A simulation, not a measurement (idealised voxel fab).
The following process module bears the name voxel quadruple lines.
Xsec cut, 290 nm wide, square cell size 5 nm.
When this document writes out a cross-section, it uses a grid of square cells and lists it as bands, beginning at the top and moving down, with a band standing for one or more rows of cells.
Band: top and bottom heights (nm) first, top before bottom; then materials from left to right, widths in nm. "edge to edge" marks a sole material filling the band edge to edge. "empty" denotes empty space.
Height datum 0, below which the as-received substrate wafer is one material. Lowest band open at the bottom, running downward: "z 0 and below".
Width: "30 to 40" (first number = top row, second number = bottom row, same change from row to row of cells).
"left unchanged", as given for a step, is the statement that not any cell of the cross-section underwent a change during that step.
"Closed void table" contains a list of empty spaces, each no smaller than 8 cells and without an open way to the top, written in the form width x height at distance with the distance from the left edge and all three in nm.
Heads up: the bit after the settings on a step's line is the simulator's remark on that step.
overlay nm: for a step with a mask, the amount by which the mask lay right of where it was planned; a negative amount means left of it.
These are the steps we planned for the process
1) op RECEIVE | material Si
2) op CONFORMAL_DEP | material Al2O3 | thk nm 10
3) op DIRECTIONAL_DEP | material Ru | thk nm 15
4) op DIRECTIONAL_DEP | material polySi | thk nm 20
5) op DIRECTIONAL_DEP | material aC | thk nm 20
6) op PATTERN | tone cover | mask id MANDREL | material resist | width nm 25 | thk nm 30 | overlay nm 0
7) op DIRECTIONAL_ETCH | etch materials aC | depth nm 20
8) op STRIP | etch materials resist
9) op CONFORMAL_DEP | material SiO2 | thk nm 15
10) op DIRECTIONAL_ETCH | etch materials SiO2 | depth nm 15
11) op STRIP | etch materials aC
12) op DIRECTIONAL_ETCH | etch materials polySi | depth nm 20
13) op STRIP | etch materials SiO2
14) op CONFORMAL_DEP | material SiN | thk nm 5
15) op DIRECTIONAL_ETCH | etch materials SiN | depth nm 5
16) op STRIP | etch materials polySi
17) op DIRECTIONAL_ETCH | etch materials Ru | depth nm 15
18) op STRIP | etch materials SiN
19) op FILL_DEP | material lowk | thk nm 5
20) op CMP | height nm 25
Wafer at receipt (post step 1), cross-section
  z 0 and below = Si edge to edge
  Closed void table: none
Wafer at module end, in section. Began as above, planned as above, run with one mistake
  z 25 to 15 = Al2O3 edge to edge
  z 15 to 0 = Ru edge to edge
  z 0 and below = Si edge to edge
  Closed void table: none
So what did we get wrong on this run? swap of plan steps 2 and 3 during execution
